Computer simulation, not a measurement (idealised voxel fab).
process module | voxel gate over fins
cross-section cut | 285 nm wide | cells 5 nm
A cross-section is a grid of square cells, given in bands from the top down. A band is one or more rows of cells.
Each band's line starts with the height of the band's top and of its bottom, in nm. Then come its materials from left to right, each with its width in nm. One material with "throughout" fills the band from edge to edge. "air" is empty space.
Height 0 is the level under which the wafer as received is all one material. The lowest band goes on downwards, as in "0 down".
A width such as "30 to 40" changes by the same amount from each row of cells to the next, from the band's top row to its bottom row.
"no change" after a step means that no cell of the cross-section changed.
closed voids: empty space of 8 cells or more with no open way to the top, each as width x height at its distance from the left edge, in nm
after a step's settings: what the simulator itself notes on the step
overlay nm, on a step with a mask: how far to the right of its planned place the mask lay; to the left if negative
plan
1 op RECEIVE | material Si
2 op CONFORMAL_DEP | material SiN | thk nm 5
3 op DIRECTIONAL_DEP | material aC | thk nm 15
4 op PATTERN | tone cover | mask id FINS | material resist | width nm 15 | pitch nm 50 | thk nm 30 | overlay nm 0
5 op DIRECTIONAL_ETCH | etch materials aC | depth nm 15
6 op STRIP | etch materials resist
7 op DIRECTIONAL_ETCH | etch materials SiN | depth nm 5
8 op DIRECTIONAL_ETCH | etch materials Si | depth nm 40
9 op STRIP | etch materials aC
10 op FILL_DEP | material SiO2 | thk nm 10
11 op CMP | height nm 5
12 op DIRECTIONAL_DEP | material aC | thk nm 15
13 op PATTERN | tone open | mask id RAIL | material resist | width nm 15 | thk nm 35 | overlay nm 0
14 op DIRECTIONAL_ETCH | etch materials aC | depth nm 15
15 op STRIP | etch materials resist
16 op DIRECTIONAL_ETCH | etch materials SiO2 | depth nm 40
17 op STRIP | etch materials aC
18 op CONFORMAL_DEP | material TiN | thk nm 5
19 op FILL_DEP | material W | thk nm 5
20 op CMP | height nm 5
21 op SELECTIVE_ETCH | etch materials W Ru TiN | depth nm 20
22 op FILL_DEP | material SiO2 | thk nm 5
23 op CMP | height nm 5
24 op SELECTIVE_ETCH | etch materials SiO2 | depth nm 15
25 op STRIP | etch materials SiN
26 op CONFORMAL_DEP | material HfO2 | thk nm 5
27 op CONFORMAL_DEP | material TiN | thk nm 5
28 op CONFORMAL_DEP | material TiAl | thk nm 5
29 op CONFORMAL_DEP | material TiN | thk nm 5
30 op FILL_DEP | material W | thk nm 10
31 op CMP | height nm 25
32 op CONFORMAL_DEP | material SiN | thk nm 10
as received, after step 1
  0 down: Si throughout
  closed voids: none
a wafer at the end: this start, this plan, one mistake
  35 to 25: SiN throughout
  25 to 20: W throughout
  20 to 15: W 65 | TiN 155 | W 65
  15 to 10: W 65 | TiN 5 | TiAl 45 | TiN 5 | TiAl 45 | TiN 5 | TiAl 45 | TiN 5 | W 65
  10 to 5: W 65 | TiN 5 | TiAl 5 | TiN 35 | TiAl 5 | TiN 5 | TiAl 5 | TiN 35 | TiAl 5 | TiN 5 | TiAl 5 | TiN 35 | TiAl 5 | TiN 5 | W 65
  5 to 0: W 65 | TiN 5 | TiAl 5 | TiN 5 | HfO2 25 | TiN 5 | TiAl 5 | TiN 5 | TiAl 5 | TiN 5 | HfO2 25 | TiN 5 | TiAl 5 | TiN 5 | TiAl 5 | TiN 5 | HfO2 25 | TiN 5 | TiAl 5 | TiN 5 | W 65
  0 to -5: W 65 | TiN 5 | TiAl 5 | TiN 5 | HfO2 5 | Si 15 | HfO2 5 | TiN 5 | TiAl 15 | TiN 5 | HfO2 5 | Si 15 | HfO2 5 | TiN 5 | TiAl 5 | TiN 5 | TiAl 5 | TiN 5 | HfO2 5 | Si 15 | HfO2 5 | TiN 5 | TiAl 5 | TiN 5 | W 65
  -5 to -10: TiN 70 | TiAl 5 | TiN 5 | HfO2 5 | Si 15 | HfO2 5 | TiN 25 | HfO2 5 | Si 15 | HfO2 5 | TiN 5 | TiAl 5 | TiN 5 | TiAl 5 | TiN 5 | HfO2 5 | Si 15 | HfO2 5 | TiN 5 | TiAl 5 | TiN 70
  -10 to -15: TiAl 75 | TiN 5 | HfO2 5 | Si 15 | HfO2 35 | Si 15 | HfO2 5 | TiN 5 | TiAl 15 | TiN 5 | HfO2 5 | Si 15 | HfO2 5 | TiN 5 | TiAl 75
  -15 to -20: TiN 80 | HfO2 5 | Si 15 | HfO2 10 | TiN 5 | W 5 | TiN 5 | HfO2 10 | Si 15 | HfO2 5 | TiN 25 | HfO2 5 | Si 15 | HfO2 5 | TiN 80
  -20 to -25: HfO2 85 | Si 15 | HfO2 10 | TiN 5 | W 5 | TiN 5 | HfO2 10 | Si 15 | HfO2 35 | Si 15 | HfO2 85
  -25 to -30: SiO2 85 | Si 15 | SiO2 10 | TiN 5 | W 5 | TiN 5 | SiO2 10 | Si 15 | SiO2 35 | Si 15 | SiO2 85
  -30 to -35: SiO2 85 | Si 15 | SiO2 10 | TiN 15 | SiO2 10 | Si 15 | SiO2 35 | Si 15 | SiO2 85
  -35 to -40: SiO2 85 | Si 15 | SiO2 35 | Si 15 | SiO2 35 | Si 15 | SiO2 85
  -40 down: Si throughout
  closed voids: none
what went wrong: step 24 was run twice
